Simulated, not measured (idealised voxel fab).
Process module under the name voxel lift off
Pictured: cross-section cut, 250 nm wide, on a grid of 5 nm square cells.
In this document a cross-section is written as a grid of square cells. It is given as a series of bands, listed from the top down, and a band is one or more rows of cells. Band: top and bottom heights (nm) first, top before bottom; then materials from left to right, widths in nm. "throughout" marks a sole material filling the band edge to edge. "empty" denotes empty space. Convention: height 0 is the level below which the wafer, as received, is all one material. The lowest band does not terminate at the bottom but continues downward, represented as "0 nm and below". Top row gets the first number, bottom row gets the second, and each row in between changes by the same step: that is how a band width like "30 to 40" works. Reading "nothing was modified" for a step: not a cell of the cross-section changed in it. Basically, "Enclosed internal voids" tells you about the enclosed voids: empty spaces with no open way to the top, 8 cells or bigger, each written width x height at distance, where distance is from the left edge, all in nm. Anything after a step's settings on that line? It's the simulator's own note about the step. The line of a step may include "overlay nm". On a step with a mask, this value is how far to the right of its planned place the mask lay. A negative value means the mask lay to the left.
# Below is the list of planned process steps
1: RECEIVE (material Si)
2: CONFORMAL_DEP (material SiO2; thk nm 10)
3: PATTERN (tone open; mask id LINES; material resist; width nm 15; pitch nm 40; thk nm 25; overlay nm 0)
4: DIRECTIONAL_DEP (material Ru; thk nm 15)
5: STRIP (etch materials resist)
6: CONFORMAL_DEP (material SiO2; thk nm 5)
# This is the cross-section of the wafer as we received it, i.e. after step 1
    0 nm and below | Si throughout
    Enclosed internal voids: none
# Same starting wafer, same plan as above, one mistake in the execution; this is the cross-section at the end of the module
    15 nm to 0 nm | SiO2 throughout
    0 nm and below | Si throughout
    Enclosed internal voids: none
Deviation noted in wafer processing: step 4 from the plan never happened, it was just skipped
